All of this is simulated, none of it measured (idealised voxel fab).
The following is a process module called voxel transistor to metal.
For reference, the cross-section in this document is cut, with width 200 nm and square cells of 5 nm.
We lay out every cross-section as a grid of square cells and spell it out in bands from the top down, where one band means one or more rows of cells. This entry defines a band. It first specifies the height of the band's top and the height of its bottom in nm, and then specifies the band's materials from left to right, stating each material with its width in nm. The word "edge to edge" identifies a single material that fills the band from edge to edge, while the word "air" identifies empty space. For the purposes of this specification, 0 denotes the height below which the wafer in its as-received condition is composed wholly of one material, and the lowermost band, lacking a lower limit, extends downward without end, as expressed in "0 and below". Note: "30 to 40" means the width goes from the first number (top row of the band) to the second number (bottom row) in equal steps per row of cells. The designation "nothing altered", where it is given for a processing step, indicates that no cell of the cross-section was altered in the course of that step. "Closed void register" lists enclosed empty spaces (at least 8 cells, no open path upward to the top), each as width x height at distance from the left edge, in nm. Text after the settings on a step's line: the simulator's own remark on that step. If you see "overlay nm" on a step's line and that step has a mask, it's telling you how far right of where it was planned the mask ended up; a negative number means it went left instead. Pairs from here to the end. Each: cross-section before one process step, cross-section after it, the latter only as far down as the lowest band that changed. Under each: the step between, and its settings. Mind that the pairs may be taken from different runs of this module on the same starting wafer; whether a pair continues from the pair above depends on its entry headed "Preceding state", and it does only where that entry says so.

Preceding state:
* 75 down to 65 = Ru edge to edge
* 65 down to 60 = 50 of TiN, then 10 of Ru, then 75 of TiN, then 10 of Ru, then 55 of TiN
* 60 down to 45 = 45 of SiO2, then 5 of TiN, then 10 of Ru, then 5 of TiN, then 65 of SiO2, then 5 of TiN, then 10 of Ru, then 5 of TiN, then 50 of SiO2
* 45 down to 30 = 45 of SiO2, then 5 of TiN, then 10 of Ru, then 5 of TiN, then 10 of SiO2, then 5 of SiN, then 5 of SiO2, then 25 of SiCN, then 5 of SiO2, then 5 of SiN, then 10 of SiO2, then 5 of TiN, then 10 of Ru, then 5 of TiN, then 50 of SiO2
* 30 down to 20 = 45 of SiO2, then 5 of TiN, then 10 of Ru, then 5 of TiN, then 10 of SiO2, then 5 of SiN, then 5 of SiO2, then 25 of polySi, then 5 of SiO2, then 5 of SiN, then 10 of SiO2, then 5 of TiN, then 10 of Ru, then 5 of TiN, then 50 of SiO2
* 20 down to 15 = 45 of SiO2, then 20 of TiN, then 10 of SiO2, then 5 of SiN, then 5 of SiO2, then 25 of polySi, then 5 of SiO2, then 5 of SiN, then 10 of SiO2, then 20 of TiN, then 50 of SiO2
* 15 down to 10 = 45 of SiO2, then 10 of TiN, then 20 of SiGe, then 5 of SiN, then 5 of SiO2, then 25 of polySi, then 5 of SiO2, then 5 of SiN, then 20 of SiGe, then 10 of TiN, then 50 of SiO2
* 10 down to 0 = 35 of SiO2, then 5 of SiN, then 5 of SiO2, then 10 of TiN, then 20 of SiGe, then 5 of SiN, then 5 of SiO2, then 25 of polySi, then 5 of SiO2, then 5 of SiN, then 20 of SiGe, then 10 of TiN, then 5 of SiO2, then 5 of SiN, then 40 of SiO2
* 0 down to -5 = 40 of SiO2, then 35 of SiGe, then 45 of SiO2, then 35 of SiGe, then 45 of SiO2
* -5 down to -20 = 45 of SiO2, then 30 of SiGe, then 45 of Si, then 30 of SiGe, then 50 of SiO2
* -20 down to -35 = 45 of SiO2, then 105 of Si, then 50 of SiO2
* -35 and below = Si edge to edge
* Closed void register: none

After the Step:
* 60 down to 45 = 45 of SiO2, then 5 of TiN, then 10 of Ru, then 5 of TiN, then 65 of SiO2, then 5 of TiN, then 10 of Ru, then 5 of TiN, then 50 of SiO2
* Whatever lies below 45 is exactly as it was before.
* Closed void register: none
Process step bridging the above cross-sections: CMP | height nm 60

Preceding state: as in the pair right above, post-step view.

After the Step:
* 65 down to 60 = SiCN edge to edge
* Whatever lies below 60 is exactly as it was before.
* Closed void register: none
Process step bridging the above cross-sections: CONFORMAL_DEP | material SiCN | thk nm 5

Preceding state: as in the pair right above, post-step view.

After the Step:
* 90 down to 65 = SiO2 edge to edge
* Whatever lies below 65 is exactly as it was before.
* Closed void register: none
Process step bridging the above cross-sections: DIRECTIONAL_DEP | material SiO2 | thk nm 25

Preceding state: as in the pair right above, post-step view.

After the Step:
* 105 down to 90 = aC edge to edge
* Whatever lies below 90 is exactly as it was before.
* Closed void register: none
Process step bridging the above cross-sections: DIRECTIONAL_DEP | material aC | thk nm 15

Preceding state: as in the pair right above, post-step view.

After the Step:
* 135 down to 105 = 45 of resist, then 20 of air, then 65 of resist, then 20 of air, then 50 of resist
* Whatever lies below 105 is exactly as it was before.
* Closed void register: none
Process step bridging the above cross-sections: PATTERN | tone open | mask id METAL_1 | material resist | width nm 20 | pitch nm 85 | thk nm 30 | overlay nm 0

Preceding state: as in the pair right above, post-step view.

After the Step:
* 120 down to 105 = 45 of resist, then 20 of air, then 65 of resist, then 20 of air, then 50 of resist
* 105 down to 90 = 45 of aC, then 20 of air, then 65 of aC, then 20 of air, then 50 of aC
* Whatever lies below 90 is exactly as it was before.
* Closed void register: none
Process step bridging the above cross-sections: DIRECTIONAL_ETCH | etch materials aC | depth nm 15

Preceding state: as in the pair right above, post-step view.

After the Step:
* 105 down to 90 = 45 of aC, then 20 of air, then 65 of aC, then 20 of air, then 50 of aC
* Whatever lies below 90 is exactly as it was before.
* Closed void register: none
Process step bridging the above cross-sections: STRIP | etch materials resist

Preceding state: as in the pair right above, post-step view.

After the Step:
* 105 down to 90 = 45 of aC, then 20 of air, then 65 of aC, then 20 of air, then 50 of aC
* 90 down to 65 = 45 of SiO2, then 20 of air, then 65 of SiO2, then 20 of air, then 50 of SiO2
* Whatever lies below 65 is exactly as it was before.
* Closed void register: none
Process step bridging the above cross-sections: DIRECTIONAL_ETCH | etch materials SiO2 | depth nm 25

Preceding state: as in the pair right above, post-step view.

After the Step:
* 105 down to 90 = 45 of aC, then 20 of air, then 65 of aC, then 20 of air, then 50 of aC
* 90 down to 65 = 45 of SiO2, then 20 of air, then 65 of SiO2, then 20 of air, then 50 of SiO2
* 65 down to 60 = 45 of SiCN, then 20 of air, then 65 of SiCN, then 20 of air, then 50 of SiCN
* Whatever lies below 60 is exactly as it was before.
* Closed void register: none
Process step bridging the above cross-sections: DIRECTIONAL_ETCH | etch materials SiCN | depth nm 5

Preceding state: as in the pair right above, post-step view.

After the Step:
* 90 down to 65 = 45 of SiO2, then 20 of air, then 65 of SiO2, then 20 of air, then 50 of SiO2
* Whatever lies below 65 is exactly as it was before.
* Closed void register: none
Process step bridging the above cross-sections: STRIP | etch materials aC

Preceding state: as in the pair right above, post-step view.

After the Step:
* 95 down to 90 = 50 of TiN, then 10 of air, then 75 of TiN, then 10 of air, then 55 of TiN
* 90 down to 65 = 45 of SiO2, then 5 of TiN, then 10 of air, then 5 of TiN, then 65 of SiO2, then 5 of TiN, then 10 of air, then 5 of TiN, then 50 of SiO2
* 65 down to 60 = 45 of SiCN, then 20 of TiN, then 65 of SiCN, then 20 of TiN, then 50 of SiCN
* Whatever lies below 60 is exactly as it was before.
* Closed void register: none
Process step bridging the above cross-sections: CONFORMAL_DEP | material TiN | thk nm 5

Preceding state: as in the pair right above, post-step view.

After the Step:
* 105 down to 95 = Ru edge to edge
* 95 down to 90 = 50 of TiN, then 10 of Ru, then 75 of TiN, then 10 of Ru, then 55 of TiN
* 90 down to 65 = 45 of SiO2, then 5 of TiN, then 10 of Ru, then 5 of TiN, then 65 of SiO2, then 5 of TiN, then 10 of Ru, then 5 of TiN, then 50 of SiO2
* Whatever lies below 65 is exactly as it was before.
* Closed void register: none
Process step bridging the above cross-sections: FILL_DEP | material Ru | thk nm 10

Preceding state: as in the pair right above, post-step view.

After the Step:
* 90 down to 65 = 45 of SiO2, then 5 of TiN, then 10 of Ru, then 5 of TiN, then 65 of SiO2, then 5 of TiN, then 10 of Ru, then 5 of TiN, then 50 of SiO2
* Whatever lies below 65 is exactly as it was before.
* Closed void register: none
Process step bridging the above cross-sections: CMP | height nm 90

Preceding state: as in the pair right above, post-step view.

After the Step:
* 95 down to 90 = SiCN edge to edge
* Whatever lies below 90 is exactly as it was before.
* Closed void register: none
Process step bridging the above cross-sections: CONFORMAL_DEP | material SiCN | thk nm 5

Preceding state:
* 60 down to 45 = SiO2 edge to edge
* 45 down to 30 = 75 of SiO2, then 5 of SiN, then 5 of SiO2, then 25 of SiCN, then 5 of SiO2, then 5 of SiN, then 80 of SiO2
* 30 down to 15 = 75 of SiO2, then 5 of SiN, then 5 of SiO2, then 25 of polySi, then 5 of SiO2, then 5 of SiN, then 80 of SiO2
* 15 down to 10 = 55 of SiO2, then 20 of SiGe, then 5 of SiN, then 5 of SiO2, then 25 of polySi, then 5 of SiO2, then 5 of SiN, then 20 of SiGe, then 60 of SiO2
* 10 down to 0 = 35 of SiO2, then 5 of SiN, then 15 of SiO2, then 20 of SiGe, then 5 of SiN, then 5 of SiO2, then 25 of polySi, then 5 of SiO2, then 5 of SiN, then 20 of SiGe, then 15 of SiO2, then 5 of SiN, then 40 of SiO2
* 0 down to -5 = 40 of SiO2, then 35 of SiGe, then 45 of SiO2, then 35 of SiGe, then 45 of SiO2
* -5 down to -20 = 40 of SiO2, then 35 of SiGe, then 45 of Si, then 35 of SiGe, then 45 of SiO2
* -20 down to -30 = 40 of SiO2, then 115 of Si, then 45 of SiO2
* -30 and below = Si edge to edge
* Closed void register: none

After the Step:
* 60 down to 45 = 40 of SiO2, then 30 of air, then 55 of SiO2, then 30 of air, then 45 of SiO2
* 45 down to 30 = 40 of SiO2, then 30 of air, then 5 of SiO2, then 5 of SiN, then 5 of SiO2, then 25 of SiCN, then 5 of SiO2, then 5 of SiN, then 5 of SiO2, then 30 of air, then 45 of SiO2
* 30 down to 15 = 40 of SiO2, then 30 of air, then 5 of SiO2, then 5 of SiN, then 5 of SiO2, then 25 of polySi, then 5 of SiO2, then 5 of SiN, then 5 of SiO2, then 30 of air, then 45 of SiO2
* 15 down to 10 = 40 of SiO2, then 15 of air, then 20 of SiGe, then 5 of SiN, then 5 of SiO2, then 25 of polySi, then 5 of SiO2, then 5 of SiN, then 20 of SiGe, then 15 of air, then 45 of SiO2
* 10 down to 0 = 35 of SiO2, then 5 of SiN, then 15 of air, then 20 of SiGe, then 5 of SiN, then 5 of SiO2, then 25 of polySi, then 5 of SiO2, then 5 of SiN, then 20 of SiGe, then 15 of air, then 5 of SiN, then 40 of SiO2
* Whatever lies below 0 is exactly as it was before.
* Closed void register: none
Process step bridging the above cross-sections: MASKED_ETCH | tone open | mask id CONTACT | width nm 30 | pitch nm 85 | etch materials SiO2 | depth nm 60 | overlay nm 0

Preceding state: as in the pair right above, post-step view.

After the Step:
* 65 down to 60 = 45 of TiN, then 20 of air, then 65 of TiN, then 20 of air, then 50 of TiN
* 60 down to 45 = 40 of SiO2, then 5 of TiN, then 20 of air, then 5 of TiN, then 55 of SiO2, then 5 of TiN, then 20 of air, then 5 of TiN, then 45 of SiO2
* 45 down to 30 = 40 of SiO2, then 5 of TiN, then 20 of air, then 5 of TiN, then 5 of SiO2, then 5 of SiN, then 5 of SiO2, then 25 of SiCN, then 5 of SiO2, then 5 of SiN, then 5 of SiO2, then 5 of TiN, then 20 of air, then 5 of TiN, then 45 of SiO2
* 30 down to 20 = 40 of SiO2, then 5 of TiN, then 20 of air, then 5 of TiN, then 5 of SiO2, then 5 of SiN, then 5 of SiO2, then 25 of polySi, then 5 of SiO2, then 5 of SiN, then 5 of SiO2, then 5 of TiN, then 20 of air, then 5 of TiN, then 45 of SiO2
* 20 down to 15 = 40 of SiO2, then 5 of TiN, then 5 of air, then 20 of TiN, then 5 of SiO2, then 5 of SiN, then 5 of SiO2, then 25 of polySi, then 5 of SiO2, then 5 of SiN, then 5 of SiO2, then 20 of TiN, then 5 of air, then 5 of TiN, then 45 of SiO2
* 15 down to 10 = 40 of SiO2, then 5 of TiN, then 5 of air, then 5 of TiN, then 20 of SiGe, then 5 of SiN, then 5 of SiO2, then 25 of polySi, then 5 of SiO2, then 5 of SiN, then 20 of SiGe, then 5 of TiN, then 5 of air, then 5 of TiN, then 45 of SiO2
* 10 down to 5 = 35 of SiO2, then 5 of SiN, then 5 of TiN, then 5 of air, then 5 of TiN, then 20 of SiGe, then 5 of SiN, then 5 of SiO2, then 25 of polySi, then 5 of SiO2, then 5 of SiN, then 20 of SiGe, then 5 of TiN, then 5 of air, then 5 of TiN, then 5 of SiN, then 40 of SiO2
* 5 down to 0 = 35 of SiO2, then 5 of SiN, then 15 of TiN, then 20 of SiGe, then 5 of SiN, then 5 of SiO2, then 25 of polySi, then 5 of SiO2, then 5 of SiN, then 20 of SiGe, then 15 of TiN, then 5 of SiN, then 40 of SiO2
* Whatever lies below 0 is exactly as it was before.
* Closed void register: none
Process step bridging the above cross-sections: CONFORMAL_DEP | material TiN | thk nm 5

Preceding state: as in the pair right above, post-step view.

After the Step:
* 75 down to 65 = Ru edge to edge
* 65 down to 60 = 45 of TiN, then 20 of Ru, then 65 of TiN, then 20 of Ru, then 50 of TiN
* 60 down to 45 = 40 of SiO2, then 5 of TiN, then 20 of Ru, then 5 of TiN, then 55 of SiO2, then 5 of TiN, then 20 of Ru, then 5 of TiN, then 45 of SiO2
* 45 down to 30 = 40 of SiO2, then 5 of TiN, then 20 of Ru, then 5 of TiN, then 5 of SiO2, then 5 of SiN, then 5 of SiO2, then 25 of SiCN, then 5 of SiO2, then 5 of SiN, then 5 of SiO2, then 5 of TiN, then 20 of Ru, then 5 of TiN, then 45 of SiO2
* 30 down to 20 = 40 of SiO2, then 5 of TiN, then 20 of Ru, then 5 of TiN, then 5 of SiO2, then 5 of SiN, then 5 of SiO2, then 25 of polySi, then 5 of SiO2, then 5 of SiN, then 5 of SiO2, then 5 of TiN, then 20 of Ru, then 5 of TiN, then 45 of SiO2
* 20 down to 15 = 40 of SiO2, then 5 of TiN, then 5 of Ru, then 20 of TiN, then 5 of SiO2, then 5 of SiN, then 5 of SiO2, then 25 of polySi, then 5 of SiO2, then 5 of SiN, then 5 of SiO2, then 20 of TiN, then 5 of Ru, then 5 of TiN, then 45 of SiO2
* 15 down to 10 = 40 of SiO2, then 5 of TiN, then 5 of Ru, then 5 of TiN, then 20 of SiGe, then 5 of SiN, then 5 of SiO2, then 25 of polySi, then 5 of SiO2, then 5 of SiN, then 20 of SiGe, then 5 of TiN, then 5 of Ru, then 5 of TiN, then 45 of SiO2
* 10 down to 5 = 35 of SiO2, then 5 of SiN, then 5 of TiN, then 5 of Ru, then 5 of TiN, then 20 of SiGe, then 5 of SiN, then 5 of SiO2, then 25 of polySi, then 5 of SiO2, then 5 of SiN, then 20 of SiGe, then 5 of TiN, then 5 of Ru, then 5 of TiN, then 5 of SiN, then 40 of SiO2
* Whatever lies below 5 is exactly as it was before.
* Closed void register: none
Process step bridging the above cross-sections: FILL_DEP | material Ru | thk nm 10

Preceding state: as in the pair right above, post-step view.

After the Step:
* 60 down to 45 = 40 of SiO2, then 5 of TiN, then 20 of Ru, then 5 of TiN, then 55 of SiO2, then 5 of TiN, then 20 of Ru, then 5 of TiN, then 45 of SiO2
* Whatever lies below 45 is exactly as it was before.
* Closed void register: none
Process step bridging the above cross-sections: CMP | height nm 60

Preceding state: as in the pair right above, post-step view.

After the Step:
* 65 down to 60 = SiCN edge to edge
* Whatever lies below 60 is exactly as it was before.
* Closed void register: none
Process step bridging the above cross-sections: CONFORMAL_DEP | material SiCN | thk nm 5

Preceding state: as in the pair right above, post-step view.

After the Step:
* 90 down to 65 = SiO2 edge to edge
* Whatever lies below 65 is exactly as it was before.
* Closed void register: none
Process step bridging the above cross-sections: DIRECTIONAL_DEP | material SiO2 | thk nm 25

Preceding state: as in the pair right above, post-step view.

After the Step:
* 105 down to 90 = aC edge to edge
* Whatever lies below 90 is exactly as it was before.
* Closed void register: none
Process step bridging the above cross-sections: DIRECTIONAL_DEP | material aC | thk nm 15

Preceding state: as in the pair right above, post-step view.

After the Step:
* 135 down to 105 = 45 of resist, then 20 of air, then 65 of resist, then 20 of air, then 50 of resist
* Whatever lies below 105 is exactly as it was before.
* Closed void register: none
Process step bridging the above cross-sections: PATTERN | tone open | mask id METAL_1 | material resist | width nm 20 | pitch nm 85 | thk nm 30 | overlay nm 0

Preceding state: as in the pair right above, post-step view.

After the Step:
* 120 down to 105 = 45 of resist, then 20 of air, then 65 of resist, then 20 of air, then 50 of resist
* 105 down to 90 = 45 of aC, then 20 of air, then 65 of aC, then 20 of air, then 50 of aC
* Whatever lies below 90 is exactly as it was before.
* Closed void register: none
Process step bridging the above cross-sections: DIRECTIONAL_ETCH | etch materials aC | depth nm 15

Preceding state: as in the pair right above, post-step view.

After the Step:
* 105 down to 90 = 45 of aC, then 20 of air, then 65 of aC, then 20 of air, then 50 of aC
* Whatever lies below 90 is exactly as it was before.
* Closed void register: none
Process step bridging the above cross-sections: STRIP | etch materials resist

Preceding state: as in the pair right above, post-step view.

After the Step:
* 105 down to 90 = 45 of aC, then 20 of air, then 65 of aC, then 20 of air, then 50 of aC
* 90 down to 65 = 45 of SiO2, then 20 of air, then 65 of SiO2, then 20 of air, then 50 of SiO2
* Whatever lies below 65 is exactly as it was before.
* Closed void register: none
Process step bridging the above cross-sections: DIRECTIONAL_ETCH | etch materials SiO2 | depth nm 25

Preceding state: as in the pair right above, post-step view.

After the Step:
* 105 down to 90 = 45 of aC, then 20 of air, then 65 of aC, then 20 of air, then 50 of aC
* 90 down to 65 = 45 of SiO2, then 20 of air, then 65 of SiO2, then 20 of air, then 50 of SiO2
* 65 down to 60 = 45 of SiCN, then 20 of air, then 65 of SiCN, then 20 of air, then 50 of SiCN
* Whatever lies below 60 is exactly as it was before.
* Closed void register: none
Process step bridging the above cross-sections: DIRECTIONAL_ETCH | etch materials SiCN | depth nm 5

Preceding state: as in the pair right above, post-step view.

After the Step:
* 90 down to 65 = 45 of SiO2, then 20 of air, then 65 of SiO2, then 20 of air, then 50 of SiO2
* Whatever lies below 65 is exactly as it was before.
* Closed void register: none
Process step bridging the above cross-sections: STRIP | etch materials aC

Preceding state: as in the pair right above, post-step view.

After the Step:
* 95 down to 90 = 50 of TiN, then 10 of air, then 75 of TiN, then 10 of air, then 55 of TiN
* 90 down to 65 = 45 of SiO2, then 5 of TiN, then 10 of air, then 5 of TiN, then 65 of SiO2, then 5 of TiN, then 10 of air, then 5 of TiN, then 50 of SiO2
* 65 down to 60 = 45 of SiCN, then 20 of TiN, then 65 of SiCN, then 20 of TiN, then 50 of SiCN
* Whatever lies below 60 is exactly as it was before.
* Closed void register: none
Process step bridging the above cross-sections: CONFORMAL_DEP | material TiN | thk nm 5

Preceding state: as in the pair right above, post-step view.

After the Step:
* 105 down to 95 = Ru edge to edge
* 95 down to 90 = 50 of TiN, then 10 of Ru, then 75 of TiN, then 10 of Ru, then 55 of TiN
* 90 down to 65 = 45 of SiO2, then 5 of TiN, then 10 of Ru, then 5 of TiN, then 65 of SiO2, then 5 of TiN, then 10 of Ru, then 5 of TiN, then 50 of SiO2
* Whatever lies below 65 is exactly as it was before.
* Closed void register: none
Process step bridging the above cross-sections: FILL_DEP | material Ru | thk nm 10

Preceding state: as in the pair right above, post-step view.

After the Step:
* 90 down to 65 = 45 of SiO2, then 5 of TiN, then 10 of Ru, then 5 of TiN, then 65 of SiO2, then 5 of TiN, then 10 of Ru, then 5 of TiN, then 50 of SiO2
* Whatever lies below 65 is exactly as it was before.
* Closed void register: none
Process step bridging the above cross-sections: CMP | height nm 90

Preceding state: as in the pair right above, post-step view.

After the Step:
* 95 down to 90 = SiCN edge to edge
* Whatever lies below 90 is exactly as it was before.
* Closed void register: none
Process step bridging the above cross-sections: CONFORMAL_DEP | material SiCN | thk nm 5

Preceding state:
* 55 down to 45 = 30 of SiCN, then 135 of air, then 35 of SiCN
* 45 down to 40 = SiCN edge to edge
* 40 down to 30 = 30 of polySi, then 135 of SiCN, then 35 of polySi
* 30 down to 10 = polySi edge to edge
* 10 down to 0 = 30 of SiO2, then 135 of polySi, then 35 of SiO2
* 0 down to -5 = SiO2 edge to edge
* -5 down to -30 = 40 of SiO2, then 115 of Si, then 45 of SiO2
* -30 and below = Si edge to edge
* Closed void register: none

After the Step:
* 70 down to 55 = 95 of air, then 25 of resist, then 80 of air
* 55 down to 45 = 30 of SiCN, then 65 of air, then 25 of resist, then 45 of air, then 35 of SiCN
* Whatever lies below 45 is exactly as it was before.
* Closed void register: none
Process step bridging the above cross-sections: PATTERN | tone cover | mask id GATE | material resist | width nm 25 | thk nm 15 | overlay nm 10

Preceding state: as in the pair right above, post-step view.

After the Step:
* 70 down to 45 = 95 of air, then 25 of resist, then 80 of air
* 45 down to 40 = 95 of air, then 25 of SiCN, then 80 of air
* 40 down to 30 = 30 of polySi, then 65 of air, then 25 of SiCN, then 45 of air, then 35 of polySi
* Whatever lies below 30 is exactly as it was before.
* Closed void register: none
Process step bridging the above cross-sections: DIRECTIONAL_ETCH | etch materials SiCN | depth nm 25

Preceding state: as in the pair right above, post-step view.

After the Step:
* 70 down to 45 = 95 of air, then 25 of resist, then 80 of air
* 45 down to 30 = 95 of air, then 25 of SiCN, then 80 of air
* 30 down to 10 = 95 of air, then 25 of polySi, then 80 of air
* 10 down to 0 = 30 of SiO2, then 65 of air, then 25 of polySi, then 45 of air, then 35 of SiO2
* Whatever lies below 0 is exactly as it was before.
* Closed void register: none
Process step bridging the above cross-sections: DIRECTIONAL_ETCH | etch materials polySi | depth nm 40

Preceding state: as in the pair right above, post-step view.

After the Step:
* 45 down to 30 = 95 of air, then 25 of SiCN, then 80 of air
* Whatever lies below 30 is exactly as it was before.
* Closed void register: none
Process step bridging the above cross-sections: STRIP | etch materials resist

Preceding state: as in the pair right above, post-step view.

After the Step:
* 50 down to 45 = 90 of air, then 35 of SiO2, then 75 of air
* 45 down to 30 = 90 of air, then 5 of SiO2, then 25 of SiCN, then 5 of SiO2, then 75 of air
* 30 down to 15 = 90 of air, then 5 of SiO2, then 25 of polySi, then 5 of SiO2, then 75 of air
* 15 down to 5 = 35 of SiO2, then 55 of air, then 5 of SiO2, then 25 of polySi, then 5 of SiO2, then 35 of air, then 40 of SiO2
* 5 down to 0 = 95 of SiO2, then 25 of polySi, then 80 of SiO2
* Whatever lies below 0 is exactly as it was before.
* Closed void register: none
Process step bridging the above cross-sections: CONFORMAL_DEP | material SiO2 | thk nm 5

Preceding state: as in the pair right above, post-step view.

After the Step:
* 45 down to 30 = 90 of air, then 5 of SiO2, then 25 of SiCN, then 5 of SiO2, then 75 of air
* 30 down to 10 = 90 of air, then 5 of SiO2, then 25 of polySi, then 5 of SiO2, then 75 of air
* 10 down to 0 = 35 of SiO2, then 55 of air, then 5 of SiO2, then 25 of polySi, then 5 of SiO2, then 35 of air, then 40 of SiO2
* Whatever lies below 0 is exactly as it was before.
* Closed void register: none
Process step bridging the above cross-sections: DIRECTIONAL_ETCH | etch materials SiO2 | depth nm 5

Preceding state: as in the pair right above, post-step view.

After the Step:
* 50 down to 45 = 85 of air, then 45 of SiN, then 70 of air
* 45 down to 30 = 85 of air, then 5 of SiN, then 5 of SiO2, then 25 of SiCN, then 5 of SiO2, then 5 of SiN, then 70 of air
* 30 down to 15 = 85 of air, then 5 of SiN, then 5 of SiO2, then 25 of polySi, then 5 of SiO2, then 5 of SiN, then 70 of air
* 15 down to 10 = 40 of SiN, then 45 of air, then 5 of SiN, then 5 of SiO2, then 25 of polySi, then 5 of SiO2, then 5 of SiN, then 25 of air, then 45 of SiN
* 10 down to 5 = 35 of SiO2, then 5 of SiN, then 45 of air, then 5 of SiN, then 5 of SiO2, then 25 of polySi, then 5 of SiO2, then 5 of SiN, then 25 of air, then 5 of SiN, then 40 of SiO2
* 5 down to 0 = 35 of SiO2, then 55 of SiN, then 5 of SiO2, then 25 of polySi, then 5 of SiO2, then 35 of SiN, then 40 of SiO2
* Whatever lies below 0 is exactly as it was before.
* Closed void register: none
Process step bridging the above cross-sections: CONFORMAL_DEP | material SiN | thk nm 5

Preceding state: as in the pair right above, post-step view.

After the Step:
* 45 down to 30 = 85 of air, then 5 of SiN, then 5 of SiO2, then 25 of SiCN, then 5 of SiO2, then 5 of SiN, then 70 of air
* 30 down to 10 = 85 of air, then 5 of SiN, then 5 of SiO2, then 25 of polySi, then 5 of SiO2, then 5 of SiN, then 70 of air
* 10 down to 0 = 35 of SiO2, then 5 of SiN, then 45 of air, then 5 of SiN, then 5 of SiO2, then 25 of polySi, then 5 of SiO2, then 5 of SiN, then 25 of air, then 5 of SiN, then 40 of SiO2
* Whatever lies below 0 is exactly as it was before.
* Closed void register: none
Process step bridging the above cross-sections: DIRECTIONAL_ETCH | etch materials SiN | depth nm 5

Preceding state: as in the pair right above, post-step view.

After the Step:
* 45 down to 40 = 85 of air, then 5 of SiN, then 5 of air, then 25 of SiCN, then 5 of air, then 5 of SiN, then 70 of air
* 40 down to 30 = 85 of air, then 5 of SiN, then 5 of SiO2, then 25 of SiCN, then 5 of SiO2, then 5 of SiN, then 70 of air
* 30 down to 10 = 85 of air, then 5 of SiN, then 5 of SiO2, then 25 of polySi, then 5 of SiO2, then 5 of SiN, then 70 of air
* 10 down to 5 = 35 of air, then 5 of SiN, then 45 of air, then 5 of SiN, then 5 of SiO2, then 25 of polySi, then 5 of SiO2, then 5 of SiN, then 25 of air, then 5 of SiN, then 40 of air
* 5 down to 0 = 35 of SiO2, then 5 of SiN, then 45 of air, then 5 of SiN, then 5 of SiO2, then 25 of polySi, then 5 of SiO2, then 5 of SiN, then 25 of air, then 5 of SiN, then 40 of SiO2
* 0 down to -5 = 40 of SiO2, then 45 of air, then 45 of SiO2, then 25 of air, then 45 of SiO2
* Whatever lies below -5 is exactly as it was before.
* Closed void register: none
Process step bridging the above cross-sections: DIRECTIONAL_ETCH | etch materials SiO2 | depth nm 5

Preceding state: as in the pair right above, post-step view.

After the Step:
* 45 down to 40 = 85 of air, then 5 of SiN, then 5 of air, then 25 of SiCN, then 5 of air, then 5 of SiN, then 70 of air
* 40 down to 30 = 85 of air, then 5 of SiN, then 5 of SiO2, then 25 of SiCN, then 5 of SiO2, then 5 of SiN, then 70 of air
* 30 down to 10 = 85 of air, then 5 of SiN, then 5 of SiO2, then 25 of polySi, then 5 of SiO2, then 5 of SiN, then 70 of air
* 10 down to 5 = 35 of air, then 5 of SiN, then 45 of air, then 5 of SiN, then 5 of SiO2, then 25 of polySi, then 5 of SiO2, then 5 of SiN, then 25 of air, then 5 of SiN, then 40 of air
* 5 down to 0 = 35 of SiO2, then 5 of SiN, then 45 of air, then 5 of SiN, then 5 of SiO2, then 25 of polySi, then 5 of SiO2, then 5 of SiN, then 25 of air, then 5 of SiN, then 40 of SiO2
* 0 down to -5 = 40 of SiO2, then 45 of air, then 45 of SiO2, then 25 of air, then 45 of SiO2
* -5 down to -20 = 40 of SiO2, then 45 of air, then 45 of Si, then 25 of air, then 45 of SiO2
* Whatever lies below -20 is exactly as it was before.
* Closed void register: none
Process step bridging the above cross-sections: DIRECTIONAL_ETCH | etch materials Si | depth nm 15

Preceding state: as in the pair right above, post-step view.

After the Step:
* 45 down to 40 = 85 of air, then 5 of SiN, then 5 of air, then 25 of SiCN, then 5 of air, then 5 of SiN, then 70 of air
* 40 down to 30 = 85 of air, then 5 of SiN, then 5 of SiO2, then 25 of SiCN, then 5 of SiO2, then 5 of SiN, then 70 of air
* 30 down to 15 = 85 of air, then 5 of SiN, then 5 of SiO2, then 25 of polySi, then 5 of SiO2, then 5 of SiN, then 70 of air
* 15 down to 10 = 65 of air, then 20 of SiGe, then 5 of SiN, then 5 of SiO2, then 25 of polySi, then 5 of SiO2, then 5 of SiN, then 20 of SiGe, then 50 of air
* 10 down to 5 = 35 of air, then 5 of SiN, then 25 of air, then 20 of SiGe, then 5 of SiN, then 5 of SiO2, then 25 of polySi, then 5 of SiO2, then 5 of SiN, then 20 of SiGe, then 5 of air, then 5 of SiN, then 40 of air
* 5 down to 0 = 35 of SiO2, then 5 of SiN, then 25 of air, then 20 of SiGe, then 5 of SiN, then 5 of SiO2, then 25 of polySi, then 5 of SiO2, then 5 of SiN, then 20 of SiGe, then 5 of air, then 5 of SiN, then 40 of SiO2
* 0 down to -5 = 40 of SiO2, then 45 of SiGe, then 45 of SiO2, then 25 of SiGe, then 45 of SiO2
* -5 down to -20 = 40 of SiO2, then 45 of SiGe, then 45 of Si, then 25 of SiGe, then 45 of SiO2
* Whatever lies below -20 is exactly as it was before.
* Closed void register: none
Process step bridging the above cross-sections: EPI | material SiGe | thk nm 20

Preceding state: as in the pair right above, post-step view.

After the Step:
* 55 down to 45 = SiO2 edge to edge
* 45 down to 30 = 85 of SiO2, then 5 of SiN, then 5 of SiO2, then 25 of SiCN, then 5 of SiO2, then 5 of SiN, then 70 of SiO2
* 30 down to 15 = 85 of SiO2, then 5 of SiN, then 5 of SiO2, then 25 of polySi, then 5 of SiO2, then 5 of SiN, then 70 of SiO2
* 15 down to 10 = 65 of SiO2, then 20 of SiGe, then 5 of SiN, then 5 of SiO2, then 25 of polySi, then 5 of SiO2, then 5 of SiN, then 20 of SiGe, then 50 of SiO2
* 10 down to 0 = 35 of SiO2, then 5 of SiN, then 25 of SiO2, then 20 of SiGe, then 5 of SiN, then 5 of SiO2, then 25 of polySi, then 5 of SiO2, then 5 of SiN, then 20 of SiGe, then 5 of SiO2, then 5 of SiN, then 40 of SiO2
* Whatever lies below 0 is exactly as it was before.
* Closed void register: none
Process step bridging the above cross-sections: FILL_DEP | material SiO2 | thk nm 10

Preceding state: as in the pair right above, post-step view.

After the Step:
* 45 down to 30 = 85 of SiO2, then 5 of SiN, then 5 of SiO2, then 25 of SiCN, then 5 of SiO2, then 5 of SiN, then 70 of SiO2
* Whatever lies below 30 is exactly as it was before.
* Closed void register: none
Process step bridging the above cross-sections: CMP | height nm 45

Preceding state: as in the pair right above, post-step view.

After the Step:
* 60 down to 45 = SiO2 edge to edge
* Whatever lies below 45 is exactly as it was before.
* Closed void register: none
Process step bridging the above cross-sections: DIRECTIONAL_DEP | material SiO2 | thk nm 15
